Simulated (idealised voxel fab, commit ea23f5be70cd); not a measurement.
Process module heading - voxel released beams
275 nm wide, 5 nm square cells: that's cross-section cut.
This document writes a cross-section as a grid whose cells are square, and gives it as bands, listed from the top down; one or more rows of cells form a band. This entry defines a band. It first specifies the height of the band's top and the height of its bottom in nm, and then specifies the band's materials from left to right, stating each material with its width in nm. The word "everywhere" identifies a single material that fills the band from edge to edge, while the word "air" identifies empty space. A quick word on heights: they are counted from 0, and under that level the wafer as it came to us is one material throughout. The lowest band is different from the rest in having no bottom; it simply continues downward, written as in "0 nm and below". A width given as "30..40" starts at the first number in the band's top row and ends at the second number in its bottom row, shifting by an equal amount at every step from row to row. You'll sometimes find "no modification" written for a step, and that's the way of saying that nowhere in the cross-section did a cell change during that step. "Cavities, sealed": sealed empty spaces, 8 cells or more, no open way to top, listed width x height at distance, with distance from the left edge and width, height and distance in nm. after a step's settings: what the simulator itself notes on the step. "overlay nm", when on a step's line for a step with a mask, measures how far to the right of its planned place the mask lay; a negative measure means to the left.
### This section lists the process steps that were planned
| 1 | RECEIVE,material Si |
| 2 | CONFORMAL_DEP,material Al2O3,thk nm 5 |
| 3 | DIRECTIONAL_DEP,material SiO2,thk nm 10 |
| 4 | DIRECTIONAL_DEP,material aC,thk nm 15 |
| 5 | PATTERN,tone open,mask id ANCHOR,material resist,width nm 45,thk nm 35,overlay nm 0 |
| 6 | DIRECTIONAL_ETCH,etch materials aC,depth nm 15 |
| 7 | STRIP,etch materials resist |
| 8 | DIRECTIONAL_ETCH,etch materials SiO2,depth nm 10 |
| 9 | STRIP,etch materials aC |
| 10 | CONFORMAL_DEP,material polySi,thk nm 15 |
| 11 | PATTERN,tone cover,mask id BEAM,material resist,width nm 95,thk nm 20,overlay nm 0 |
| 12 | DIRECTIONAL_ETCH,etch materials polySi,depth nm 15 |
| 13 | STRIP,etch materials resist |
| 14 | STRIP,etch materials SiO2 |
### Wafer as received: cross-section following step 1
0 nm and below = Si everywhere
Cavities, sealed: none
### Wafer cross-section at module end: first of two, run to plan
30 nm to 20 nm = air: 85, then polySi: 20, then air: 15, then polySi: 60, then air: 95
20 nm to 15 nm = air: 85, then polySi: 95, then air: 95
15 nm to 5 nm = air: 90, then polySi: 45, then air: 140
5 nm to 0 nm = Al2O3 everywhere
0 nm and below = Si everywhere
Cavities, sealed: none
### End-of-module cross-section of the second wafer: identical starting point and process plan to the first, with one processing mistake
45 nm to 30 nm = air: 85, then polySi: 95, then air: 95
30 nm to 15 nm = polySi everywhere
15 nm to 5 nm = SiO2: 90, then polySi: 45, then SiO2: 140
5 nm to 0 nm = Al2O3 everywhere
0 nm and below = Si everywhere
Cavities, sealed: none
What was done differently from what was planned? the plan had its step 10 run twice
Looking at both finished wafers in cells, the second ends up ahead of or behind the first on some materials: 92 more of SiO2 | 171 more of polySi
